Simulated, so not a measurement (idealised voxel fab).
process module | voxel capacitor over wiring
cross-section cut | 195 nm wide | cells 5 nm
A cross-section is a grid of square cells, given in bands from the top down. A band is one or more rows of cells.
Each band's line starts with the height of the band's top and of its bottom, in nm. Then come its materials from left to right, each with its width in nm. One material with "throughout" fills the band from edge to edge. "air" is empty space.
Height 0 is the level under which the wafer as received is all one material. The lowest band goes on downwards, as in "0 down".
A width such as "30 to 40" changes by the same amount from each row of cells to the next, from the band's top row to its bottom row.
"no change" after a step means that no cell of the cross-section changed.
closed voids: empty space of 8 cells or more with no open way to the top, each as width x height at its distance from the left edge, in nm
after a step's settings: what the simulator itself notes on the step
overlay nm, on a step with a mask: how far to the right of its planned place the mask lay; to the left if negative
plan
1 op RECEIVE | material Si
2 op CONFORMAL_DEP | material SiO2 | thk nm 10
3 op CONFORMAL_DEP | material SiN | thk nm 5
4 op DIRECTIONAL_DEP | material lowk | thk nm 15
5 op PATTERN | tone open | mask id METAL_1 | material resist | width nm 25 | pitch nm 95 | thk nm 20 | overlay nm 0
6 op DIRECTIONAL_ETCH | etch materials lowk | depth nm 15
7 op DIRECTIONAL_ETCH | etch materials SiN | depth nm 5
8 op STRIP | etch materials resist
9 op CONFORMAL_DEP | material TiN | thk nm 5
10 op FILL_DEP | material Cu | thk nm 5
11 op CMP | height nm 30
12 op CONFORMAL_DEP | material SiCN | thk nm 5
13 op DIRECTIONAL_DEP | material SiO2 | thk nm 15
14 op MASKED_ETCH | tone open | mask id PLUG_1 | width nm 15 | etch materials SiO2 | depth nm 15 | overlay nm 0
15 op MASKED_ETCH | tone open | mask id PLUG_1 | width nm 15 | etch materials SiCN | depth nm 5 | overlay nm 0
16 op CONFORMAL_DEP | material TiN | thk nm 5
17 op FILL_DEP | material Cu | thk nm 5
18 op CMP | height nm 50
19 op DIRECTIONAL_DEP | material TiN | thk nm 10
20 op DIRECTIONAL_DEP | material HfO2 | thk nm 5
21 op DIRECTIONAL_DEP | material TiN | thk nm 5
22 op DIRECTIONAL_DEP | material aC | thk nm 15
23 op PATTERN | tone cover | mask id UPPER_PLATE | material resist | width nm 75 | thk nm 30 | overlay nm 0
24 op DIRECTIONAL_ETCH | etch materials aC | depth nm 15
25 op STRIP | etch materials resist
26 op DIRECTIONAL_ETCH | etch materials TiN | depth nm 5
27 op DIRECTIONAL_ETCH | etch materials HfO2 | depth nm 5
28 op STRIP | etch materials aC
29 op PATTERN | tone cover | mask id LOWER_PLATE | material resist | width nm 85 | thk nm 15 | overlay nm 0
30 op DIRECTIONAL_ETCH | etch materials TiN | depth nm 10
31 op STRIP | etch materials resist
32 op FILL_DEP | material SiO2 | thk nm 15
33 op CMP | height nm 80
34 op PATTERN | tone open | mask id PLUG_2 | material resist | width nm 15 | thk nm 20 | overlay nm 0
35 op DIRECTIONAL_ETCH | etch materials SiO2 | depth nm 10
36 op STRIP | etch materials resist
37 op CONFORMAL_DEP | material TiN | thk nm 5
38 op FILL_DEP | material W | thk nm 5
39 op CMP | height nm 80
40 op CONFORMAL_DEP | material SiCN | thk nm 5
as received, after step 1
  0 down: Si throughout
  closed voids: none
first wafer at the end, as planned
  85 to 80: SiCN throughout
  80 to 75: SiO2 55 | TiN 5 | W 5 | TiN 5 | SiO2 125
  75 to 65: SiO2 55 to 45 | TiN 15 to 75 | SiO2 125 to 75
  65 to 60: SiO2 45 | HfO2 75 | SiO2 75
  60 to 50: SiO2 40 | TiN 85 | SiO2 70
  50 to 35: SiO2 45 | TiN 5 | Cu 5 | TiN 5 | SiO2 135
  35 to 30: SiCN 45 | TiN 15 | SiCN 135
  30 to 15: lowk 35 | TiN 5 | Cu 15 | TiN 5 | lowk 70 | TiN 5 | Cu 15 | TiN 5 | lowk 40
  15 to 10: SiN 35 | TiN 25 | SiN 70 | TiN 25 | SiN 40
  10 to 0: SiO2 throughout
  0 down: Si throughout
  closed voids: none
second wafer at the end: like start, like plan, one mistake
  85 to 80: SiCN throughout
  80 to 75: SiO2 55 | TiN 5 | W 5 | TiN 5 | SiO2 125
  75 to 65: SiO2 55 to 45 | TiN 15 to 75 | SiO2 125 to 75
  65 to 60: SiO2 45 | HfO2 75 | SiO2 75
  60 to 55: SiO2 40 | TiN 85 | SiO2 70
  55 to 50: TiN throughout
  50 to 35: SiO2 45 | TiN 5 | Cu 5 | TiN 5 | SiO2 135
  35 to 30: SiCN 45 | TiN 15 | SiCN 135
  30 to 15: lowk 35 | TiN 5 | Cu 15 | TiN 5 | lowk 70 | TiN 5 | Cu 15 | TiN 5 | lowk 40
  15 to 10: SiN 35 | TiN 25 | SiN 70 | TiN 25 | SiN 40
  10 to 0: SiO2 throughout
  0 down: Si throughout
  closed voids: none
what went wrong: step 30 ran as: op DIRECTIONAL_ETCH | etch materials TiN | depth nm 5
at the end the second wafer has, in cells: 22 fewer of SiO2 | 22 more of TiN
